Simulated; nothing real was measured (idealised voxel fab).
Presented below is a process module, voxel wiring stack.
For reference, the cross-section in this document is cut, with width 280 nm and square cells of 5 nm.
If you're reading a cross-section in this doc, picture square cells in a grid; it comes to you as bands, top ones listed first down to the bottom, and a band can be one or more rows of cells.
Within each band entry, the heights of the top and of the bottom of the band appear first, in that order and in nm; the materials of the band then follow from left to right, each with its corresponding width in nm. The designation "all across" on a single material indicates that it fills the band from edge to edge; the designation "air" indicates empty space.
Measure heights from 0. That's the level where, below it, the as-received wafer is all one material. The lowest band is bottomless and extends downward; write it as in "0 -> down".
The expression "30 to 40" gives the width at the extremes of the band, the first number at its top row of cells and the second at its bottom row, with the width changing by equal amounts from each row to the next in between.
What does "everything unchanged" mean for a step? It means no cell of the cross-section changed in that step.
Under "Enclosed void entries" you'll find the enclosed gaps, the ones with no way out to the top, that are 8 cells or bigger; each reads width x height at distance, with distance counted from the left edge, everything in nm.
Whatever follows a step's settings on its line is a remark the simulator itself makes about that step.
You can add "overlay nm" to a step's line. For a step with a mask, it describes how far the mask lay to the right of its planned position, and a negative number describes a lay to the left.
Process steps (planned):
| 1 | RECEIVE, material Si |
| 2 | CONFORMAL_DEP, material SiO2, thk nm 10 |
| 3 | CONFORMAL_DEP, material SiN, thk nm 5 |
| 4 | DIRECTIONAL_DEP, material lowk, thk nm 20 |
| 5 | MASKED_ETCH, tone open, mask id METAL_1, width nm 20, pitch nm 50, etch materials lowk, depth nm 20, overlay nm 0 |
| 6 | MASKED_ETCH, tone open, mask id METAL_1, width nm 20, pitch nm 50, etch materials SiN, depth nm 5, overlay nm 0 |
| 7 | CONFORMAL_DEP, material TiN, thk nm 5 |
| 8 | FILL_DEP, material W, thk nm 10 |
| 9 | CMP, height nm 35 |
| 10 | CONFORMAL_DEP, material SiCN, thk nm 5 |
| 11 | DIRECTIONAL_DEP, material SiO2, thk nm 10 |
| 12 | DIRECTIONAL_DEP, material aC, thk nm 15 |
| 13 | PATTERN, tone open, mask id PLUG_1, material resist, width nm 15, pitch nm 50, thk nm 35, overlay nm 0 |
| 14 | DIRECTIONAL_ETCH, etch materials aC, depth nm 15 |
| 15 | STRIP, etch materials resist |
| 16 | DIRECTIONAL_ETCH, etch materials SiO2, depth nm 10 |
| 17 | DIRECTIONAL_ETCH, etch materials SiCN, depth nm 5 |
| 18 | STRIP, etch materials aC |
| 19 | EPI, material Ru, thk nm 10 |
| 20 | EPI, material Ru, thk nm 5 |
| 21 | DIRECTIONAL_DEP, material TiN, thk nm 5 |
| 22 | DIRECTIONAL_DEP, material Ru, thk nm 25 |
| 23 | DIRECTIONAL_DEP, material aC, thk nm 10 |
| 24 | PATTERN, tone cover, mask id METAL_2, material resist, width nm 20, pitch nm 50, thk nm 25, overlay nm 0 |
| 25 | DIRECTIONAL_ETCH, etch materials aC, depth nm 10 |
| 26 | STRIP, etch materials resist |
| 27 | DIRECTIONAL_ETCH, etch materials Ru, depth nm 25 |
| 28 | DIRECTIONAL_ETCH, etch materials TiN, depth nm 5 |
| 29 | STRIP, etch materials aC |
| 30 | FILL_DEP, material lowk, thk nm 10 |
| 31 | CMP, height nm 80 |
| 32 | CONFORMAL_DEP, material SiN, thk nm 5 |
So this is the incoming wafer in cross-section - it's already been through step 1:
- 0 -> down  Si all across
- Enclosed void entries: none
Looking at the first of two wafers in cross-section at end of module - ran to plan:
- 85 -> 80  SiN all across
- 80 -> 55  lowk 55 | Ru 20 | lowk 30 | Ru 20 | lowk 30 | Ru 20 | lowk 30 | Ru 20 | lowk 55
- 55 -> 50  lowk 55 | TiN 20 | lowk 30 | TiN 20 | lowk 30 | TiN 20 | lowk 30 | TiN 20 | lowk 55
- 50 -> 40  SiO2 55 | Ru 15 | SiO2 35 | Ru 15 | SiO2 35 | Ru 15 | SiO2 35 | Ru 15 | SiO2 60
- 40 -> 35  SiCN 55 | Ru 15 | SiCN 35 | Ru 15 | SiCN 35 | Ru 15 | SiCN 35 | Ru 15 | SiCN 60
- 35 -> 15  lowk 55 | TiN 5 | W 10 | TiN 5 | lowk 30 | TiN 5 | W 10 | TiN 5 | lowk 30 | TiN 5 | W 10 | TiN 5 | lowk 30 | TiN 5 | W 10 | TiN 5 | lowk 55
- 15 -> 10  SiN 55 | TiN 20 | SiN 30 | TiN 20 | SiN 30 | TiN 20 | SiN 30 | TiN 20 | SiN 55
- 10 -> 0  SiO2 all across
- 0 -> down  Si all across
- Enclosed void entries: none
Second wafer of the two, sectioned at the end of the module. It began like the first and followed the same plan, but one mistake was made while running it:
- 85 -> 80  SiN all across
- 80 -> 55  lowk 55 | Ru 20 | lowk 30 | Ru 20 | lowk 30 | Ru 20 | lowk 30 | Ru 20 | lowk 55
- 55 -> 50  lowk 55 | TiN 20 | lowk 30 | TiN 20 | lowk 30 | TiN 20 | lowk 30 | TiN 20 | lowk 55
- 50 -> 45  lowk 50 | Ru 25 | lowk 25 | Ru 25 | lowk 25 | Ru 25 | lowk 25 | Ru 25 | lowk 55
- 45 -> 40  SiO2 55 | Ru 15 | SiO2 35 | Ru 15 | SiO2 35 | Ru 15 | SiO2 35 | Ru 15 | SiO2 60
- 40 -> 35  SiCN 55 | Ru 15 | SiCN 35 | Ru 15 | SiCN 35 | Ru 15 | SiCN 35 | Ru 15 | SiCN 60
- 35 -> 15  lowk 55 | TiN 5 | W 10 | TiN 5 | lowk 30 | TiN 5 | W 10 | TiN 5 | lowk 30 | TiN 5 | W 10 | TiN 5 | lowk 30 | TiN 5 | W 10 | TiN 5 | lowk 55
- 15 -> 10  SiN 55 | TiN 20 | SiN 30 | TiN 20 | SiN 30 | TiN 20 | SiN 30 | TiN 20 | SiN 55
- 10 -> 0  SiO2 all across
- 0 -> down  Si all across
- Enclosed void entries: none
Here's what went sideways: for step 11, the planned setting was not used; the step was instead run as DIRECTIONAL_DEP, material SiO2, thk nm 5
Final cells, second wafer relative to first, materials higher or lower: Ru: 8 more; SiO2: 44 fewer; lowk: 36 more
